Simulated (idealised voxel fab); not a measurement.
The following is a process module called voxel self aligned contacts.
We display cut, a cross-section 275 nm in width whose square cells are each 5 nm.
How to read a cross-section here: the picture is a grid of square cells, written as bands going from the top down, and any band can span one or more rows of cells. This entry defines a band. It first specifies the height of the band's top and the height of its bottom in nm, and then specifies the band's materials from left to right, stating each material with its width in nm. The word "edge to edge" identifies a single material that fills the band from edge to edge, while the word "blank" identifies empty space. Height datum 0, below which the as-received substrate wafer is one material. Lowest band open at the bottom, running downward: "top 0, no bottom". So if you see something like "30 to 40" for the width, read it as the top row of the band sitting at the first number and the bottom row at the second, with every row in between moving by the same amount as the last. Step marked "nothing different"? Then no cell in the cross-section changed in it. This entry, "Enclosed void listing", enumerates those empty regions of no fewer than 8 cells that possess no open connection to the top. Each region is reported in the form width x height at distance, the distance being taken from the left edge, with all three quantities expressed in nm. Past the settings on a step's line: simulator remark, on that step. A step line may carry the setting "overlay nm", which, for steps involving a mask, states the distance by which the mask lay to the right of its intended position; negative values denote displacement to the left.
## Process steps - plan
step 1: RECEIVE | material Si
step 2: OXIDIZE | depth nm 5
step 3: DIRECTIONAL_DEP | material polySi | thk nm 30
step 4: DIRECTIONAL_DEP | material SiN | thk nm 20
step 5: PATTERN | tone cover | mask id GATE | material resist | width nm 35 | pitch nm 70 | thk nm 20 | overlay nm 0
step 6: DIRECTIONAL_ETCH | etch materials SiN | depth nm 20
step 7: DIRECTIONAL_ETCH | etch materials polySi | depth nm 30
step 8: STRIP | etch materials resist
step 9: CONFORMAL_DEP | material SiN | thk nm 5
step 10: DIRECTIONAL_ETCH | etch materials SiN | depth nm 5
step 11: FILL_DEP | material SiO2 | thk nm 15
step 12: CMP | height nm 60
step 13: PATTERN | tone open | mask id CONTACT | material resist | width nm 55 | pitch nm 70 | thk nm 20 | overlay nm 0
step 14: DIRECTIONAL_ETCH | etch materials SiO2 | depth nm 65
step 15: STRIP | etch materials resist
step 16: CONFORMAL_DEP | material TiN | thk nm 5
step 17: FILL_DEP | material W | thk nm 5
step 18: CMP | height nm 60
step 19: CONFORMAL_DEP | material SiN | thk nm 5
## Here's what the wafer looked like in cross-section when it arrived - that's after step 1
	top 0, no bottom: Si edge to edge
	Enclosed void listing: none
## Wafer cross-section at end of module: start and plan as shown above, one execution error
	top 65, bottom 60: SiN edge to edge
	top 60, bottom 50: SiO2: 75, then TiN: 5 to 20, then W: 45 to 15, then TiN: 5 to 20, then SiO2: 15, then TiN: 5 to 20, then W: 45 to 15, then TiN: 5 to 20, then SiO2: 75
	top 50, bottom 30: SiO2: 45, then SiN: 45, then TiN: 5, then W: 15, then TiN: 5, then SiN: 45, then TiN: 5, then W: 15, then TiN: 5, then SiN: 45, then SiO2: 45
	top 30, bottom 10: SiO2: 45, then SiN: 5, then polySi: 35, then SiN: 5, then TiN: 5, then W: 15, then TiN: 5, then SiN: 5, then polySi: 35, then SiN: 5, then TiN: 5, then W: 15, then TiN: 5, then SiN: 5, then polySi: 35, then SiN: 5, then SiO2: 45
	top 10, bottom 5: SiO2: 45, then SiN: 5, then polySi: 35, then SiN: 5, then TiN: 25, then SiN: 5, then polySi: 35, then SiN: 5, then TiN: 25, then SiN: 5, then polySi: 35, then SiN: 5, then SiO2: 45
	top 5, bottom 0: SiN: 50, then polySi: 35, then SiN: 35, then polySi: 35, then SiN: 35, then polySi: 35, then SiN: 50
	top 0, bottom -5: SiO2 edge to edge
	top -5, no bottom: Si edge to edge
	Enclosed void listing: none
Finding, execution versus plan: mixed up steps 9 and 10 - ran each in the other's place
